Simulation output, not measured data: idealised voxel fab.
A process module follows: voxel capacitor over wiring.
For reference, the cross-section in this document is cut, with width 295 nm and square cells of 5 nm.
Just so we're on the same page, the cross-sections are grids of square cells, and they're listed out in bands top to bottom, each band one or more rows deep. First you get the band's top height and its bottom height, in nm, and then the materials it's made of, left to right, with each width in nm. If you see a single material with "everywhere", that one covers the band edge to edge. "air" is empty space. Height reference: 0 = level under which incoming wafer is all one material. Lowest band: no bottom, runs on downward, e.g. "z 0 and below". The width entry "30->40" should be interpreted row by row: the top row of cells in the band takes the first number, the bottom row takes the second number, and the change between adjacent rows is uniform throughout. "nothing altered" for a step: no cell of the cross-section changed in that step. "Enclosed internal voids" lists enclosed empty spaces (at least 8 cells, no open path upward to the top), each as width x height at distance from the left edge, in nm. Whatever follows a step's settings on its line is a remark the simulator itself makes about that step. A step line may carry the setting "overlay nm", which, for steps involving a mask, states the distance by which the mask lay to the right of its intended position; negative values denote displacement to the left.

## Process steps - plan
- 1: RECEIVE with material Si
- 2: CONFORMAL_DEP with material SiO2, thk nm 10
- 3: DIRECTIONAL_DEP with material TiN, thk nm 5
- 4: DIRECTIONAL_DEP with material W, thk nm 20
- 5: MASKED_ETCH with tone cover, mask id METAL_1, width nm 30, pitch nm 100, etch materials W, depth nm 20, overlay nm 0
- 6: MASKED_ETCH with tone cover, mask id METAL_1, width nm 30, pitch nm 100, etch materials TiN, depth nm 5, overlay nm 0
- 7: FILL_DEP with material SiO2, thk nm 5
- 8: CMP with height nm 35
- 9: CONFORMAL_DEP with material SiCN, thk nm 5
- 10: DIRECTIONAL_DEP with material lowk, thk nm 20
- 11: MASKED_ETCH with tone open, mask id PLUG_1, width nm 15, etch materials lowk, depth nm 20, overlay nm 0
- 12: MASKED_ETCH with tone open, mask id PLUG_1, width nm 15, etch materials SiCN, depth nm 5, overlay nm 0
- 13: EPI with material Ru, thk nm 10
- 14: EPI with material Ru, thk nm 10
- 15: EPI with material Ru, thk nm 5
- 16: DIRECTIONAL_DEP with material TiN, thk nm 5
- 17: DIRECTIONAL_DEP with material Al2O3, thk nm 5
- 18: DIRECTIONAL_DEP with material TiN, thk nm 5
- 19: DIRECTIONAL_DEP with material aC, thk nm 15
- 20: PATTERN with tone cover, mask id UPPER_PLATE, material resist, width nm 75, thk nm 30, overlay nm 0
- 21: DIRECTIONAL_ETCH with etch materials aC, depth nm 15
- 22: STRIP with etch materials resist
- 23: DIRECTIONAL_ETCH with etch materials TiN, depth nm 5
- 24: DIRECTIONAL_ETCH with etch materials Al2O3, depth nm 5
- 25: STRIP with etch materials aC
- 26: DIRECTIONAL_DEP with material aC, thk nm 10
- 27: PATTERN with tone cover, mask id LOWER_PLATE, material resist, width nm 85, thk nm 30, overlay nm 0
- 28: DIRECTIONAL_ETCH with etch materials aC, depth nm 10
- 29: STRIP with etch materials resist
- 30: DIRECTIONAL_ETCH with etch materials TiN, depth nm 5
- 31: STRIP with etch materials aC
- 32: FILL_DEP with material SiO2, thk nm 20
- 33: CMP with height nm 90
- 34: PATTERN with tone open, mask id PLUG_2, material resist, width nm 15, thk nm 15, overlay nm 0
- 35: DIRECTIONAL_ETCH with etch materials SiO2, depth nm 15
- 36: STRIP with etch materials resist
- 37: CONFORMAL_DEP with material TiN, thk nm 5
- 38: FILL_DEP with material Ru, thk nm 10
- 39: CMP with height nm 90
- 40: CONFORMAL_DEP with material SiCN, thk nm 5

## Run as planned: first of two wafers

## The cross-section here shows the wafer as received, i.e. in its state after step 1
z 0 and below | Si everywhere
Enclosed internal voids: none

## The following cross-section depicts the wafer upon completion of step 2
z 10 to 0 | SiO2 everywhere
Everything below 0 is unchanged.

## The following cross-section depicts the wafer upon completion of step 3
z 15 to 10 | TiN everywhere
Everything below 10 is unchanged.

## The following cross-section depicts the wafer upon completion of step 4
z 35 to 15 | W everywhere
Everything below 15 is unchanged.

## The following cross-section depicts the wafer upon completion of step 5
z 35 to 15 | 80 air / 30 W / 70 air / 30 W / 85 air
Everything below 15 is unchanged.

## The following cross-section depicts the wafer upon completion of step 6
z 35 to 15 | 80 air / 30 W / 70 air / 30 W / 85 air
z 15 to 10 | 80 air / 30 TiN / 70 air / 30 TiN / 85 air
Everything below 10 is unchanged.

## The following cross-section depicts the wafer upon completion of step 7
z 40 to 35 | SiO2 everywhere
z 35 to 15 | 80 SiO2 / 30 W / 70 SiO2 / 30 W / 85 SiO2
z 15 to 10 | 80 SiO2 / 30 TiN / 70 SiO2 / 30 TiN / 85 SiO2
Everything below 10 is unchanged.

## The following cross-section depicts the wafer upon completion of step 8
z 35 to 15 | 80 SiO2 / 30 W / 70 SiO2 / 30 W / 85 SiO2
Everything below 15 is unchanged.

## The following cross-section depicts the wafer upon completion of step 9
z 40 to 35 | SiCN everywhere
Everything below 35 is unchanged.

## The following cross-section depicts the wafer upon completion of step 10
z 60 to 40 | lowk everywhere
Everything below 40 is unchanged.

## The following cross-section depicts the wafer upon completion of step 11
z 60 to 40 | 95 lowk / 15 air / 185 lowk
Everything below 40 is unchanged.

## The following cross-section depicts the wafer upon completion of step 12
z 60 to 40 | 95 lowk / 15 air / 185 lowk
z 40 to 35 | 95 SiCN / 15 air / 185 SiCN
Everything below 35 is unchanged.

## The following cross-section depicts the wafer upon completion of step 13
z 60 to 45 | 95 lowk / 15 air / 185 lowk
z 45 to 40 | 95 lowk / 15 Ru / 185 lowk
z 40 to 35 | 95 SiCN / 15 Ru / 185 SiCN
Everything below 35 is unchanged.

## The following cross-section depicts the wafer upon completion of step 14
z 60 to 55 | 95 lowk / 15 air / 185 lowk
z 55 to 40 | 95 lowk / 15 Ru / 185 lowk
Everything below 40 is unchanged.

## The following cross-section depicts the wafer upon completion of step 15
z 60 to 40 | 95 lowk / 15 Ru / 185 lowk
Everything below 40 is unchanged.

## The following cross-section depicts the wafer upon completion of step 16
z 65 to 60 | TiN everywhere
Everything below 60 is unchanged.

## The following cross-section depicts the wafer upon completion of step 17
z 70 to 65 | Al2O3 everywhere
Everything below 65 is unchanged.

## The following cross-section depicts the wafer upon completion of step 18
z 75 to 70 | TiN everywhere
Everything below 70 is unchanged.

## The following cross-section depicts the wafer upon completion of step 19
z 90 to 75 | aC everywhere
Everything below 75 is unchanged.

## The following cross-section depicts the wafer upon completion of step 20
z 120 to 90 | 95 air / 75 resist / 125 air
Everything below 90 is unchanged.

## The following cross-section depicts the wafer upon completion of step 21
z 105 to 90 | 95 air / 75 resist / 125 air
z 90 to 75 | 95 air / 75 aC / 125 air
Everything below 75 is unchanged.

## The following cross-section depicts the wafer upon completion of step 22
z 90 to 75 | 95 air / 75 aC / 125 air
Everything below 75 is unchanged.

## The following cross-section depicts the wafer upon completion of step 23
z 90 to 75 | 95 air / 75 aC / 125 air
z 75 to 70 | 95 air / 75 TiN / 125 air
Everything below 70 is unchanged.

## The following cross-section depicts the wafer upon completion of step 24
z 90 to 75 | 95 air / 75 aC / 125 air
z 75 to 70 | 95 air / 75 TiN / 125 air
z 70 to 65 | 95 air / 75 Al2O3 / 125 air
Everything below 65 is unchanged.

## The following cross-section depicts the wafer upon completion of step 25
z 75 to 70 | 95 air / 75 TiN / 125 air
Everything below 70 is unchanged.

## The following cross-section depicts the wafer upon completion of step 26
z 85 to 75 | 95 air / 75 aC / 125 air
z 75 to 70 | 95 aC / 75 TiN / 125 aC
z 70 to 65 | 95 aC / 75 Al2O3 / 125 aC
Everything below 65 is unchanged.

## The following cross-section depicts the wafer upon completion of step 27
z 115 to 85 | 90 air / 85 resist / 120 air
z 85 to 75 | 90 air / 5 resist / 75 aC / 5 resist / 120 air
Everything below 75 is unchanged.

## The following cross-section depicts the wafer upon completion of step 28
z 105 to 85 | 90 air / 85 resist / 120 air
z 85 to 75 | 90 air / 5 resist / 75 aC / 5 resist / 120 air
z 75 to 70 | 90 air / 5 aC / 75 TiN / 5 aC / 120 air
z 70 to 65 | 90 air / 5 aC / 75 Al2O3 / 5 aC / 120 air
Everything below 65 is unchanged.

## The following cross-section depicts the wafer upon completion of step 29
z 85 to 75 | 95 air / 75 aC / 125 air
Everything below 75 is unchanged.

## The following cross-section depicts the wafer upon completion of step 30
z 85 to 75 | 95 air / 75 aC / 125 air
z 75 to 70 | 90 air / 5 aC / 75 TiN / 5 aC / 120 air
z 70 to 65 | 90 air / 5 aC / 75 Al2O3 / 5 aC / 120 air
z 65 to 60 | 90 air / 85 TiN / 120 air
Everything below 60 is unchanged.

## The following cross-section depicts the wafer upon completion of step 31
z 75 to 70 | 95 air / 75 TiN / 125 air
z 70 to 65 | 95 air / 75 Al2O3 / 125 air
Everything below 65 is unchanged.

## The following cross-section depicts the wafer upon completion of step 32
z 95 to 75 | SiO2 everywhere
z 75 to 70 | 95 SiO2 / 75 TiN / 125 SiO2
z 70 to 65 | 95 SiO2 / 75 Al2O3 / 125 SiO2
z 65 to 60 | 90 SiO2 / 85 TiN / 120 SiO2
Everything below 60 is unchanged.

## The following cross-section depicts the wafer upon completion of step 33
z 90 to 75 | SiO2 everywhere
Everything below 75 is unchanged.

## The following cross-section depicts the wafer upon completion of step 34
z 105 to 90 | 105 resist / 15 air / 175 resist
Everything below 90 is unchanged.

## The following cross-section depicts the wafer upon completion of step 35
z 105 to 90 | 105 resist / 15 air / 175 resist
z 90 to 75 | 105 SiO2 / 15 air / 175 SiO2
Everything below 75 is unchanged.

## The following cross-section depicts the wafer upon completion of step 36
z 90 to 75 | 105 SiO2 / 15 air / 175 SiO2
Everything below 75 is unchanged.

## The following cross-section depicts the wafer upon completion of step 37
z 95 to 90 | 110 TiN / 5 air / 180 TiN
z 90 to 80 | 105 SiO2 / 5 TiN / 5 air / 5 TiN / 175 SiO2
z 80 to 70 | 105->95 SiO2 / 15->75 TiN / 175->125 SiO2
Everything below 70 is unchanged.

## The following cross-section depicts the wafer upon completion of step 38
z 105 to 95 | Ru everywhere
z 95 to 90 | 110 TiN / 5 Ru / 180 TiN
z 90 to 80 | 105 SiO2 / 5 TiN / 5 Ru / 5 TiN / 175 SiO2
Everything below 80 is unchanged.

## The following cross-section depicts the wafer upon completion of step 39
z 90 to 80 | 105 SiO2 / 5 TiN / 5 Ru / 5 TiN / 175 SiO2
Everything below 80 is unchanged.

## The following cross-section depicts the wafer upon completion of step 40
z 95 to 90 | SiCN everywhere
Everything below 90 is unchanged.

## Here the second wafer is described. Its start and its plan were those of the first wafer. Its run contained one mistake. Up to and including step 19, it did exactly what the first wafer did

## At the planned end of step 20, the second wafer in cross-section
z 120 to 90 | 95 resist / 75 air / 125 resist
Everything below 90 is unchanged.

## At the planned end of step 21, the second wafer in cross-section
z 105 to 90 | 95 resist / 75 air / 125 resist
z 90 to 75 | 95 aC / 75 air / 125 aC
Everything below 75 is unchanged.

## At the planned end of step 22, the second wafer in cross-section
z 90 to 75 | 95 aC / 75 air / 125 aC
Everything below 75 is unchanged.

## At the planned end of step 23, the second wafer in cross-section
z 90 to 75 | 95 aC / 75 air / 125 aC
z 75 to 70 | 95 TiN / 75 air / 125 TiN
Everything below 70 is unchanged.

## At the planned end of step 24, the second wafer in cross-section
z 90 to 75 | 95 aC / 75 air / 125 aC
z 75 to 70 | 95 TiN / 75 air / 125 TiN
z 70 to 65 | 95 Al2O3 / 75 air / 125 Al2O3
Everything below 65 is unchanged.

## At the planned end of step 25, the second wafer in cross-section
z 75 to 70 | 95 TiN / 75 air / 125 TiN
Everything below 70 is unchanged.

## At the planned end of step 26, the second wafer in cross-section
z 85 to 75 | 95 aC / 75 air / 125 aC
z 75 to 70 | 95 TiN / 75 aC / 125 TiN
z 70 to 65 | 95 Al2O3 / 75 aC / 125 Al2O3
Everything below 65 is unchanged.

## At the planned end of step 27, the second wafer in cross-section
z 115 to 85 | 90 air / 85 resist / 120 air
z 85 to 75 | 95 aC / 75 resist / 125 aC
Everything below 75 is unchanged.

## At the planned end of step 28, the second wafer in cross-section
z 105 to 85 | 90 air / 85 resist / 120 air
z 85 to 75 | 90 air / 5 aC / 75 resist / 5 aC / 120 air
Everything below 75 is unchanged.

## At the planned end of step 29, the second wafer in cross-section
z 85 to 75 | 90 air / 5 aC / 75 air / 5 aC / 120 air
Everything below 75 is unchanged.

## At the planned end of step 30, the second wafer in cross-section
z 85 to 75 | 90 air / 5 aC / 75 air / 5 aC / 120 air
z 75 to 70 | 90 air / 5 TiN / 75 aC / 5 TiN / 120 air
Everything below 70 is unchanged.

## At the planned end of step 31, the second wafer in cross-section
z 75 to 70 | 90 air / 5 TiN / 75 air / 5 TiN / 120 air
z 70 to 65 | 95 Al2O3 / 75 air / 125 Al2O3
Everything below 65 is unchanged.

## At the planned end of step 32, the second wafer in cross-section
z 95 to 75 | SiO2 everywhere
z 75 to 70 | 90 SiO2 / 5 TiN / 75 SiO2 / 5 TiN / 120 SiO2
z 70 to 65 | 95 Al2O3 / 75 SiO2 / 125 Al2O3
Everything below 65 is unchanged.

## At the planned end of step 33, the second wafer in cross-section
z 90 to 75 | SiO2 everywhere
Everything below 75 is unchanged.

## At the planned end of step 34, the second wafer in cross-section
z 105 to 90 | 105 resist / 15 air / 175 resist
Everything below 90 is unchanged.

## At the planned end of step 35, the second wafer in cross-section
z 105 to 90 | 105 resist / 15 air / 175 resist
z 90 to 75 | 105 SiO2 / 15 air / 175 SiO2
Everything below 75 is unchanged.

## At the planned end of step 36, the second wafer in cross-section
z 90 to 75 | 105 SiO2 / 15 air / 175 SiO2
Everything below 75 is unchanged.

## At the planned end of step 37, the second wafer in cross-section
z 95 to 90 | 110 TiN / 5 air / 180 TiN
z 90 to 80 | 105 SiO2 / 5 TiN / 5 air / 5 TiN / 175 SiO2
z 80 to 75 | 105 SiO2 / 15 TiN / 175 SiO2
Everything below 75 is unchanged.

## At the planned end of step 38, the second wafer in cross-section
z 105 to 95 | Ru everywhere
z 95 to 90 | 110 TiN / 5 Ru / 180 TiN
z 90 to 80 | 105 SiO2 / 5 TiN / 5 Ru / 5 TiN / 175 SiO2
Everything below 80 is unchanged.

## At the planned end of step 39, the second wafer in cross-section
z 90 to 80 | 105 SiO2 / 5 TiN / 5 Ru / 5 TiN / 175 SiO2
Everything below 80 is unchanged.

## At the planned end of step 40, the second wafer in cross-section
z 95 to 90 | SiCN everywhere
Everything below 90 is unchanged.
Deviation noted in wafer processing: step 20 did not use the planned setting and instead ran as PATTERN with tone open, mask id UPPER_PLATE, material resist, width nm 75, thk nm 30, overlay nm 0
At the finish, the second wafer shows more or fewer cells for some materials than the first does: +29 Al2O3 | -58 SiO2 | +29 TiN
